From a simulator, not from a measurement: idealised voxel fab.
The following process module bears the name voxel gate over fins.
Cross-section cut spans 235 nm and uses square cells 5 nm in size.
For the purposes of this document, a cross-section shall be understood as a grid of square cells, specified as bands listed in top-to-bottom order, each band consisting of one or more rows of cells. Band: top height; bottom height; in nm. Then, left to right: material with width in nm, for each material. "throughout": a single material spanning edge to edge. "empty": empty space. Convention: height 0 is the level below which the wafer, as received, is all one material. The lowest band does not terminate at the bottom but continues downward, represented as "0 nm and below". You'd read "30 to 40" like this: the band's top row of cells is as wide as the first number, its bottom row is as wide as the second, and going down, every row changes width by the same amount as the row before did. It should be understood that the words "nothing altered", when stated for a given step, signify that the cross-section underwent no change in any of its cells during that step. In "Closed void inventory" the enclosed voids are listed, meaning empty spaces of 8 cells or larger without any opening to the top. The form is width x height at distance, distance from the left edge, units nm. Read whatever lies past the settings on a step's line as the simulator's own remark about the step. "overlay nm", when on a step's line for a step with a mask, measures how far to the right of its planned place the mask lay; a negative measure means to the left.
-- Planned step list for the process
- 1: RECEIVE [material Si]
- 2: CONFORMAL_DEP [material SiN] [thk nm 10]
- 3: DIRECTIONAL_DEP [material aC] [thk nm 10]
- 4: PATTERN [tone cover] [mask id FINS] [material resist] [width nm 15] [pitch nm 50] [thk nm 25] [overlay nm 0]
- 5: DIRECTIONAL_ETCH [etch materials aC] [depth nm 10]
- 6: STRIP [etch materials resist]
- 7: DIRECTIONAL_ETCH [etch materials SiN] [depth nm 10]
- 8: DIRECTIONAL_ETCH [etch materials Si] [depth nm 35]
- 9: STRIP [etch materials aC]
- 10: OXIDIZE [depth nm 5]
- 11: FILL_DEP [material SiO2] [thk nm 10]
- 12: CMP [height nm 10]
- 13: DIRECTIONAL_DEP [material aC] [thk nm 10]
- 14: PATTERN [tone open] [mask id RAIL] [material resist] [width nm 15] [thk nm 30] [overlay nm 0]
- 15: DIRECTIONAL_ETCH [etch materials aC] [depth nm 10]
- 16: STRIP [etch materials resist]
- 17: DIRECTIONAL_ETCH [etch materials SiO2] [depth nm 40]
- 18: STRIP [etch materials aC]
- 19: CONFORMAL_DEP [material TiN] [thk nm 5]
- 20: FILL_DEP [material Ru] [thk nm 5]
- 21: CMP [height nm 10]
- 22: SELECTIVE_ETCH [etch materials W Ru TiN] [depth nm 35]
- 23: FILL_DEP [material SiO2] [thk nm 5]
- 24: CMP [height nm 10]
- 25: SELECTIVE_ETCH [etch materials SiO2] [depth nm 25]
- 26: STRIP [etch materials SiN]
- 27: CONFORMAL_DEP [material HfO2] [thk nm 5]
- 28: CONFORMAL_DEP [material TiN] [thk nm 5]
- 29: CONFORMAL_DEP [material TiAl] [thk nm 5]
- 30: CONFORMAL_DEP [material TiN] [thk nm 5]
- 31: FILL_DEP [material W] [thk nm 10]
- 32: CMP [height nm 25]
- 33: CONFORMAL_DEP [material SiN] [thk nm 10]
-- First wafer, two in total, run as planned
-- Cross-section of the wafer upon arrival, representing the state reached after step 1
0 nm and below | Si throughout
Closed void inventory: none
-- So this is the wafer cross-section right after step 2
10 nm to 0 nm | SiN throughout
Beneath the level 0, the cross-section is identical to its previous state.
-- So this is the wafer cross-section right after step 3
20 nm to 10 nm | aC throughout
Beneath the level 10, the cross-section is identical to its previous state.
-- So this is the wafer cross-section right after step 4
45 nm to 20 nm | empty 35; resist 15; empty 35; resist 15; empty 35; resist 15; empty 35; resist 15; empty 35
Beneath the level 20, the cross-section is identical to its previous state.
-- So this is the wafer cross-section right after step 5
35 nm to 20 nm | empty 35; resist 15; empty 35; resist 15; empty 35; resist 15; empty 35; resist 15; empty 35
20 nm to 10 nm | empty 35; aC 15; empty 35; aC 15; empty 35; aC 15; empty 35; aC 15; empty 35
Beneath the level 10, the cross-section is identical to its previous state.
-- So this is the wafer cross-section right after step 6
20 nm to 10 nm | empty 35; aC 15; empty 35; aC 15; empty 35; aC 15; empty 35; aC 15; empty 35
Beneath the level 10, the cross-section is identical to its previous state.
-- So this is the wafer cross-section right after step 7
20 nm to 10 nm | empty 35; aC 15; empty 35; aC 15; empty 35; aC 15; empty 35; aC 15; empty 35
10 nm to 0 nm | empty 35; SiN 15; empty 35; SiN 15; empty 35; SiN 15; empty 35; SiN 15; empty 35
Beneath the level 0, the cross-section is identical to its previous state.
-- So this is the wafer cross-section right after step 8
20 nm to 10 nm | empty 35; aC 15; empty 35; aC 15; empty 35; aC 15; empty 35; aC 15; empty 35
10 nm to 0 nm | empty 35; SiN 15; empty 35; SiN 15; empty 35; SiN 15; empty 35; SiN 15; empty 35
0 nm to -35 nm | empty 35; Si 15; empty 35; Si 15; empty 35; Si 15; empty 35; Si 15; empty 35
Beneath the level -35, the cross-section is identical to its previous state.
-- So this is the wafer cross-section right after step 9
10 nm to 0 nm | empty 35; SiN 15; empty 35; SiN 15; empty 35; SiN 15; empty 35; SiN 15; empty 35
Beneath the level 0, the cross-section is identical to its previous state.
-- So this is the wafer cross-section right after step 10
10 nm to 0 nm | empty 35; SiN 15; empty 35; SiN 15; empty 35; SiN 15; empty 35; SiN 15; empty 35
0 nm to -35 nm | empty 35; SiO2 5; Si 5; SiO2 5; empty 35; SiO2 5; Si 5; SiO2 5; empty 35; SiO2 5; Si 5; SiO2 5; empty 35; SiO2 5; Si 5; SiO2 5; empty 35
-35 nm to -40 nm | SiO2 40; Si 5; SiO2 45; Si 5; SiO2 45; Si 5; SiO2 45; Si 5; SiO2 40
Beneath the level -40, the cross-section is identical to its previous state.
-- So this is the wafer cross-section right after step 11
20 nm to 10 nm | SiO2 throughout
10 nm to 0 nm | SiO2 35; SiN 15; SiO2 35; SiN 15; SiO2 35; SiN 15; SiO2 35; SiN 15; SiO2 35
0 nm to -40 nm | SiO2 40; Si 5; SiO2 45; Si 5; SiO2 45; Si 5; SiO2 45; Si 5; SiO2 40
Beneath the level -40, the cross-section is identical to its previous state.
-- So this is the wafer cross-section right after step 12
10 nm to 0 nm | SiO2 35; SiN 15; SiO2 35; SiN 15; SiO2 35; SiN 15; SiO2 35; SiN 15; SiO2 35
Beneath the level 0, the cross-section is identical to its previous state.
-- So this is the wafer cross-section right after step 13
20 nm to 10 nm | aC throughout
Beneath the level 10, the cross-section is identical to its previous state.
-- So this is the wafer cross-section right after step 14
50 nm to 20 nm | resist 60; empty 15; resist 160
Beneath the level 20, the cross-section is identical to its previous state.
-- So this is the wafer cross-section right after step 15
40 nm to 20 nm | resist 60; empty 15; resist 160
20 nm to 10 nm | aC 60; empty 15; aC 160
Beneath the level 10, the cross-section is identical to its previous state.
-- So this is the wafer cross-section right after step 16
20 nm to 10 nm | aC 60; empty 15; aC 160
Beneath the level 10, the cross-section is identical to its previous state.
-- So this is the wafer cross-section right after step 17
20 nm to 10 nm | aC 60; empty 15; aC 160
10 nm to 0 nm | SiO2 35; SiN 15; SiO2 10; empty 15; SiO2 10; SiN 15; SiO2 35; SiN 15; SiO2 35; SiN 15; SiO2 35
0 nm to -30 nm | SiO2 40; Si 5; SiO2 15; empty 15; SiO2 15; Si 5; SiO2 45; Si 5; SiO2 45; Si 5; SiO2 40
Beneath the level -30, the cross-section is identical to its previous state.
-- So this is the wafer cross-section right after step 18
10 nm to 0 nm | SiO2 35; SiN 15; SiO2 10; empty 15; SiO2 10; SiN 15; SiO2 35; SiN 15; SiO2 35; SiN 15; SiO2 35
Beneath the level 0, the cross-section is identical to its previous state.
-- So this is the wafer cross-section right after step 19
15 nm to 10 nm | TiN 65; empty 5; TiN 165
10 nm to 0 nm | SiO2 35; SiN 15; SiO2 10; TiN 5; empty 5; TiN 5; SiO2 10; SiN 15; SiO2 35; SiN 15; SiO2 35; SiN 15; SiO2 35
0 nm to -25 nm | SiO2 40; Si 5; SiO2 15; TiN 5; empty 5; TiN 5; SiO2 15; Si 5; SiO2 45; Si 5; SiO2 45; Si 5; SiO2 40
-25 nm to -30 nm | SiO2 40; Si 5; SiO2 15; TiN 15; SiO2 15; Si 5; SiO2 45; Si 5; SiO2 45; Si 5; SiO2 40
Beneath the level -30, the cross-section is identical to its previous state.
-- So this is the wafer cross-section right after step 20
20 nm to 15 nm | Ru throughout
15 nm to 10 nm | TiN 65; Ru 5; TiN 165
10 nm to 0 nm | SiO2 35; SiN 15; SiO2 10; TiN 5; Ru 5; TiN 5; SiO2 10; SiN 15; SiO2 35; SiN 15; SiO2 35; SiN 15; SiO2 35
0 nm to -25 nm | SiO2 40; Si 5; SiO2 15; TiN 5; Ru 5; TiN 5; SiO2 15; Si 5; SiO2 45; Si 5; SiO2 45; Si 5; SiO2 40
Beneath the level -25, the cross-section is identical to its previous state.
-- So this is the wafer cross-section right after step 21
10 nm to 0 nm | SiO2 35; SiN 15; SiO2 10; TiN 5; Ru 5; TiN 5; SiO2 10; SiN 15; SiO2 35; SiN 15; SiO2 35; SiN 15; SiO2 35
Beneath the level 0, the cross-section is identical to its previous state.
-- So this is the wafer cross-section right after step 22
10 nm to 0 nm | SiO2 35; SiN 15; SiO2 10; empty 15; SiO2 10; SiN 15; SiO2 35; SiN 15; SiO2 35; SiN 15; SiO2 35
0 nm to -25 nm | SiO2 40; Si 5; SiO2 15; empty 15; SiO2 15; Si 5; SiO2 45; Si 5; SiO2 45; Si 5; SiO2 40
Beneath the level -25, the cross-section is identical to its previous state.
-- So this is the wafer cross-section right after step 23
15 nm to 10 nm | SiO2 throughout
10 nm to 0 nm | SiO2 35; SiN 15; SiO2 35; SiN 15; SiO2 35; SiN 15; SiO2 35; SiN 15; SiO2 35
0 nm to -25 nm | SiO2 40; Si 5; SiO2 45; Si 5; SiO2 45; Si 5; SiO2 45; Si 5; SiO2 40
Beneath the level -25, the cross-section is identical to its previous state.
-- So this is the wafer cross-section right after step 24
10 nm to 0 nm | SiO2 35; SiN 15; SiO2 35; SiN 15; SiO2 35; SiN 15; SiO2 35; SiN 15; SiO2 35
Beneath the level 0, the cross-section is identical to its previous state.
-- So this is the wafer cross-section right after step 25
10 nm to 0 nm | empty 35; SiN 15; empty 35; SiN 15; empty 35; SiN 15; empty 35; SiN 15; empty 35
0 nm to -15 nm | empty 40; Si 5; empty 45; Si 5; empty 45; Si 5; empty 45; Si 5; empty 40
Beneath the level -15, the cross-section is identical to its previous state.
-- So this is the wafer cross-section right after step 26
0 nm to -15 nm | empty 40; Si 5; empty 45; Si 5; empty 45; Si 5; empty 45; Si 5; empty 40
Beneath the level -15, the cross-section is identical to its previous state.
-- So this is the wafer cross-section right after step 27
5 nm to 0 nm | empty 35; HfO2 15; empty 35; HfO2 15; empty 35; HfO2 15; empty 35; HfO2 15; empty 35
0 nm to -10 nm | empty 35; HfO2 5; Si 5; HfO2 5; empty 35; HfO2 5; Si 5; HfO2 5; empty 35; HfO2 5; Si 5; HfO2 5; empty 35; HfO2 5; Si 5; HfO2 5; empty 35
-10 nm to -15 nm | HfO2 40; Si 5; HfO2 45; Si 5; HfO2 45; Si 5; HfO2 45; Si 5; HfO2 40
Beneath the level -15, the cross-section is identical to its previous state.
-- So this is the wafer cross-section right after step 28
10 nm to 5 nm | empty 30; TiN 25; empty 25; TiN 25; empty 25; TiN 25; empty 25; TiN 25; empty 30
5 nm to 0 nm | empty 30; TiN 5; HfO2 15; TiN 5; empty 25; TiN 5; HfO2 15; TiN 5; empty 25; TiN 5; HfO2 15; TiN 5; empty 25; TiN 5; HfO2 15; TiN 5; empty 30
0 nm to -5 nm | empty 30; TiN 5; HfO2 5; Si 5; HfO2 5; TiN 5; empty 25; TiN 5; HfO2 5; Si 5; HfO2 5; TiN 5; empty 25; TiN 5; HfO2 5; Si 5; HfO2 5; TiN 5; empty 25; TiN 5; HfO2 5; Si 5; HfO2 5; TiN 5; empty 30
-5 nm to -10 nm | TiN 35; HfO2 5; Si 5; HfO2 5; TiN 35; HfO2 5; Si 5; HfO2 5; TiN 35; HfO2 5; Si 5; HfO2 5; TiN 35; HfO2 5; Si 5; HfO2 5; TiN 35
Beneath the level -10, the cross-section is identical to its previous state.
-- So this is the wafer cross-section right after step 29
15 nm to 10 nm | empty 25; TiAl 35; empty 15; TiAl 35; empty 15; TiAl 35; empty 15; TiAl 35; empty 25
10 nm to 5 nm | empty 25; TiAl 5; TiN 25; TiAl 5; empty 15; TiAl 5; TiN 25; TiAl 5; empty 15; TiAl 5; TiN 25; TiAl 5; empty 15; TiAl 5; TiN 25; TiAl 5; empty 25
5 nm to 0 nm | empty 25; TiAl 5; TiN 5; HfO2 15; TiN 5; TiAl 5; empty 15; TiAl 5; TiN 5; HfO2 15; TiN 5; TiAl 5; empty 15; TiAl 5; TiN 5; HfO2 15; TiN 5; TiAl 5; empty 15; TiAl 5; TiN 5; HfO2 15; TiN 5; TiAl 5; empty 25
0 nm to -5 nm | TiAl 30; TiN 5; HfO2 5; Si 5; HfO2 5; TiN 5; TiAl 25; TiN 5; HfO2 5; Si 5; HfO2 5; TiN 5; TiAl 25; TiN 5; HfO2 5; Si 5; HfO2 5; TiN 5; TiAl 25; TiN 5; HfO2 5; Si 5; HfO2 5; TiN 5; TiAl 30
Beneath the level -5, the cross-section is identical to its previous state.
-- So this is the wafer cross-section right after step 30
20 nm to 15 nm | empty 20; TiN 45; empty 5; TiN 45; empty 5; TiN 45; empty 5; TiN 45; empty 20
15 nm to 10 nm | empty 20; TiN 5; TiAl 35; TiN 5; empty 5; TiN 5; TiAl 35; TiN 5; empty 5; TiN 5; TiAl 35; TiN 5; empty 5; TiN 5; TiAl 35; TiN 5; empty 20
10 nm to 5 nm | empty 20; TiN 5; TiAl 5; TiN 25; TiAl 5; TiN 5; empty 5; TiN 5; TiAl 5; TiN 25; TiAl 5; TiN 5; empty 5; TiN 5; TiAl 5; TiN 25; TiAl 5; TiN 5; empty 5; TiN 5; TiAl 5; TiN 25; TiAl 5; TiN 5; empty 20
5 nm to 0 nm | TiN 25; TiAl 5; TiN 5; HfO2 15; TiN 5; TiAl 5; TiN 15; TiAl 5; TiN 5; HfO2 15; TiN 5; TiAl 5; TiN 15; TiAl 5; TiN 5; HfO2 15; TiN 5; TiAl 5; TiN 15; TiAl 5; TiN 5; HfO2 15; TiN 5; TiAl 5; TiN 25
Beneath the level 0, the cross-section is identical to its previous state.
-- So this is the wafer cross-section right after step 31
30 nm to 20 nm | W throughout
20 nm to 15 nm | W 20; TiN 45; W 5; TiN 45; W 5; TiN 45; W 5; TiN 45; W 20
15 nm to 10 nm | W 20; TiN 5; TiAl 35; TiN 5; W 5; TiN 5; TiAl 35; TiN 5; W 5; TiN 5; TiAl 35; TiN 5; W 5; TiN 5; TiAl 35; TiN 5; W 20
10 nm to 5 nm | W 20; TiN 5; TiAl 5; TiN 25; TiAl 5; TiN 5; W 5; TiN 5; TiAl 5; TiN 25; TiAl 5; TiN 5; W 5; TiN 5; TiAl 5; TiN 25; TiAl 5; TiN 5; W 5; TiN 5; TiAl 5; TiN 25; TiAl 5; TiN 5; W 20
Beneath the level 5, the cross-section is identical to its previous state.
-- So this is the wafer cross-section right after step 32
25 nm to 20 nm | W throughout
Beneath the level 20, the cross-section is identical to its previous state.
-- So this is the wafer cross-section right after step 33
35 nm to 25 nm | SiN throughout
Beneath the level 25, the cross-section is identical to its previous state.
-- second wafer: like start, like plan, one mistake. Through step 13 it matches the first wafer
-- Cross-section, second wafer, at the end time the plan gives for step 14
50 nm to 20 nm | resist 70; empty 15; resist 150
Beneath the level 20, the cross-section is identical to its previous state.
-- Cross-section, second wafer, at the end time the plan gives for step 15
40 nm to 20 nm | resist 70; empty 15; resist 150
20 nm to 10 nm | aC 70; empty 15; aC 150
Beneath the level 10, the cross-section is identical to its previous state.
-- Cross-section, second wafer, at the end time the plan gives for step 16
20 nm to 10 nm | aC 70; empty 15; aC 150
Beneath the level 10, the cross-section is identical to its previous state.
-- Cross-section, second wafer, at the end time the plan gives for step 17
20 nm to 10 nm | aC 70; empty 15; aC 150
10 nm to 0 nm | SiO2 35; SiN 15; SiO2 20; empty 15; SiN 15; SiO2 35; SiN 15; SiO2 35; SiN 15; SiO2 35
0 nm to -30 nm | SiO2 40; Si 5; SiO2 25; empty 15; SiO2 5; Si 5; SiO2 45; Si 5; SiO2 45; Si 5; SiO2 40
Beneath the level -30, the cross-section is identical to its previous state.
-- Cross-section, second wafer, at the end time the plan gives for step 18
10 nm to 0 nm | SiO2 35; SiN 15; SiO2 20; empty 15; SiN 15; SiO2 35; SiN 15; SiO2 35; SiN 15; SiO2 35
Beneath the level 0, the cross-section is identical to its previous state.
-- Cross-section, second wafer, at the end time the plan gives for step 19
15 nm to 10 nm | TiN 75; empty 5; TiN 155
10 nm to 0 nm | SiO2 35; SiN 15; SiO2 20; TiN 5; empty 5; TiN 5; SiN 15; SiO2 35; SiN 15; SiO2 35; SiN 15; SiO2 35
0 nm to -25 nm | SiO2 40; Si 5; SiO2 25; TiN 5; empty 5; TiN 5; SiO2 5; Si 5; SiO2 45; Si 5; SiO2 45; Si 5; SiO2 40
-25 nm to -30 nm | SiO2 40; Si 5; SiO2 25; TiN 15; SiO2 5; Si 5; SiO2 45; Si 5; SiO2 45; Si 5; SiO2 40
Beneath the level -30, the cross-section is identical to its previous state.
-- Cross-section, second wafer, at the end time the plan gives for step 20
20 nm to 15 nm | Ru throughout
15 nm to 10 nm | TiN 75; Ru 5; TiN 155
10 nm to 0 nm | SiO2 35; SiN 15; SiO2 20; TiN 5; Ru 5; TiN 5; SiN 15; SiO2 35; SiN 15; SiO2 35; SiN 15; SiO2 35
0 nm to -25 nm | SiO2 40; Si 5; SiO2 25; TiN 5; Ru 5; TiN 5; SiO2 5; Si 5; SiO2 45; Si 5; SiO2 45; Si 5; SiO2 40
Beneath the level -25, the cross-section is identical to its previous state.
-- Cross-section, second wafer, at the end time the plan gives for step 21
10 nm to 0 nm | SiO2 35; SiN 15; SiO2 20; TiN 5; Ru 5; TiN 5; SiN 15; SiO2 35; SiN 15; SiO2 35; SiN 15; SiO2 35
Beneath the level 0, the cross-section is identical to its previous state.
-- Cross-section, second wafer, at the end time the plan gives for step 22
10 nm to 0 nm | SiO2 35; SiN 15; SiO2 20; empty 15; SiN 15; SiO2 35; SiN 15; SiO2 35; SiN 15; SiO2 35
0 nm to -25 nm | SiO2 40; Si 5; SiO2 25; empty 15; SiO2 5; Si 5; SiO2 45; Si 5; SiO2 45; Si 5; SiO2 40
Beneath the level -25, the cross-section is identical to its previous state.
-- Cross-section, second wafer, at the end time the plan gives for step 23
15 nm to 10 nm | SiO2 throughout
10 nm to 0 nm | SiO2 35; SiN 15; SiO2 35; SiN 15; SiO2 35; SiN 15; SiO2 35; SiN 15; SiO2 35
0 nm to -25 nm | SiO2 40; Si 5; SiO2 45; Si 5; SiO2 45; Si 5; SiO2 45; Si 5; SiO2 40
Beneath the level -25, the cross-section is identical to its previous state.
-- Cross-section, second wafer, at the end time the plan gives for step 24
10 nm to 0 nm | SiO2 35; SiN 15; SiO2 35; SiN 15; SiO2 35; SiN 15; SiO2 35; SiN 15; SiO2 35
Beneath the level 0, the cross-section is identical to its previous state.
-- Cross-section, second wafer, at the end time the plan gives for step 25
10 nm to 0 nm | empty 35; SiN 15; empty 35; SiN 15; empty 35; SiN 15; empty 35; SiN 15; empty 35
0 nm to -15 nm | empty 40; Si 5; empty 45; Si 5; empty 45; Si 5; empty 45; Si 5; empty 40
Beneath the level -15, the cross-section is identical to its previous state.
-- Cross-section, second wafer, at the end time the plan gives for step 26
0 nm to -15 nm | empty 40; Si 5; empty 45; Si 5; empty 45; Si 5; empty 45; Si 5; empty 40
Beneath the level -15, the cross-section is identical to its previous state.
-- Cross-section, second wafer, at the end time the plan gives for step 27
5 nm to 0 nm | empty 35; HfO2 15; empty 35; HfO2 15; empty 35; HfO2 15; empty 35; HfO2 15; empty 35
0 nm to -10 nm | empty 35; HfO2 5; Si 5; HfO2 5; empty 35; HfO2 5; Si 5; HfO2 5; empty 35; HfO2 5; Si 5; HfO2 5; empty 35; HfO2 5; Si 5; HfO2 5; empty 35
-10 nm to -15 nm | HfO2 40; Si 5; HfO2 45; Si 5; HfO2 45; Si 5; HfO2 45; Si 5; HfO2 40
Beneath the level -15, the cross-section is identical to its previous state.
-- Cross-section, second wafer, at the end time the plan gives for step 28
10 nm to 5 nm | empty 30; TiN 25; empty 25; TiN 25; empty 25; TiN 25; empty 25; TiN 25; empty 30
5 nm to 0 nm | empty 30; TiN 5; HfO2 15; TiN 5; empty 25; TiN 5; HfO2 15; TiN 5; empty 25; TiN 5; HfO2 15; TiN 5; empty 25; TiN 5; HfO2 15; TiN 5; empty 30
0 nm to -5 nm | empty 30; TiN 5; HfO2 5; Si 5; HfO2 5; TiN 5; empty 25; TiN 5; HfO2 5; Si 5; HfO2 5; TiN 5; empty 25; TiN 5; HfO2 5; Si 5; HfO2 5; TiN 5; empty 25; TiN 5; HfO2 5; Si 5; HfO2 5; TiN 5; empty 30
-5 nm to -10 nm | TiN 35; HfO2 5; Si 5; HfO2 5; TiN 35; HfO2 5; Si 5; HfO2 5; TiN 35; HfO2 5; Si 5; HfO2 5; TiN 35; HfO2 5; Si 5; HfO2 5; TiN 35
Beneath the level -10, the cross-section is identical to its previous state.
-- Cross-section, second wafer, at the end time the plan gives for step 29
15 nm to 10 nm | empty 25; TiAl 35; empty 15; TiAl 35; empty 15; TiAl 35; empty 15; TiAl 35; empty 25
10 nm to 5 nm | empty 25; TiAl 5; TiN 25; TiAl 5; empty 15; TiAl 5; TiN 25; TiAl 5; empty 15; TiAl 5; TiN 25; TiAl 5; empty 15; TiAl 5; TiN 25; TiAl 5; empty 25
5 nm to 0 nm | empty 25; TiAl 5; TiN 5; HfO2 15; TiN 5; TiAl 5; empty 15; TiAl 5; TiN 5; HfO2 15; TiN 5; TiAl 5; empty 15; TiAl 5; TiN 5; HfO2 15; TiN 5; TiAl 5; empty 15; TiAl 5; TiN 5; HfO2 15; TiN 5; TiAl 5; empty 25
0 nm to -5 nm | TiAl 30; TiN 5; HfO2 5; Si 5; HfO2 5; TiN 5; TiAl 25; TiN 5; HfO2 5; Si 5; HfO2 5; TiN 5; TiAl 25; TiN 5; HfO2 5; Si 5; HfO2 5; TiN 5; TiAl 25; TiN 5; HfO2 5; Si 5; HfO2 5; TiN 5; TiAl 30
Beneath the level -5, the cross-section is identical to its previous state.
-- Cross-section, second wafer, at the end time the plan gives for step 30
20 nm to 15 nm | empty 20; TiN 45; empty 5; TiN 45; empty 5; TiN 45; empty 5; TiN 45; empty 20
15 nm to 10 nm | empty 20; TiN 5; TiAl 35; TiN 5; empty 5; TiN 5; TiAl 35; TiN 5; empty 5; TiN 5; TiAl 35; TiN 5; empty 5; TiN 5; TiAl 35; TiN 5; empty 20
10 nm to 5 nm | empty 20; TiN 5; TiAl 5; TiN 25; TiAl 5; TiN 5; empty 5; TiN 5; TiAl 5; TiN 25; TiAl 5; TiN 5; empty 5; TiN 5; TiAl 5; TiN 25; TiAl 5; TiN 5; empty 5; TiN 5; TiAl 5; TiN 25; TiAl 5; TiN 5; empty 20
5 nm to 0 nm | TiN 25; TiAl 5; TiN 5; HfO2 15; TiN 5; TiAl 5; TiN 15; TiAl 5; TiN 5; HfO2 15; TiN 5; TiAl 5; TiN 15; TiAl 5; TiN 5; HfO2 15; TiN 5; TiAl 5; TiN 15; TiAl 5; TiN 5; HfO2 15; TiN 5; TiAl 5; TiN 25
Beneath the level 0, the cross-section is identical to its previous state.
-- Cross-section, second wafer, at the end time the plan gives for step 31
30 nm to 20 nm | W throughout
20 nm to 15 nm | W 20; TiN 45; W 5; TiN 45; W 5; TiN 45; W 5; TiN 45; W 20
15 nm to 10 nm | W 20; TiN 5; TiAl 35; TiN 5; W 5; TiN 5; TiAl 35; TiN 5; W 5; TiN 5; TiAl 35; TiN 5; W 5; TiN 5; TiAl 35; TiN 5; W 20
10 nm to 5 nm | W 20; TiN 5; TiAl 5; TiN 25; TiAl 5; TiN 5; W 5; TiN 5; TiAl 5; TiN 25; TiAl 5; TiN 5; W 5; TiN 5; TiAl 5; TiN 25; TiAl 5; TiN 5; W 5; TiN 5; TiAl 5; TiN 25; TiAl 5; TiN 5; W 20
Beneath the level 5, the cross-section is identical to its previous state.
-- Cross-section, second wafer, at the end time the plan gives for step 32
25 nm to 20 nm | W throughout
Beneath the level 20, the cross-section is identical to its previous state.
-- Cross-section, second wafer, at the end time the plan gives for step 33
35 nm to 25 nm | SiN throughout
Beneath the level 25, the cross-section is identical to its previous state.
What broke from the plan during processing? step 14: run off-plan, actual operation and settings PATTERN [tone open] [mask id RAIL] [material resist] [width nm 15] [thk nm 30] [overlay nm 10]
So at the finish, the second wafer's got exactly as many cells of each material as the first, just not in the same spots.
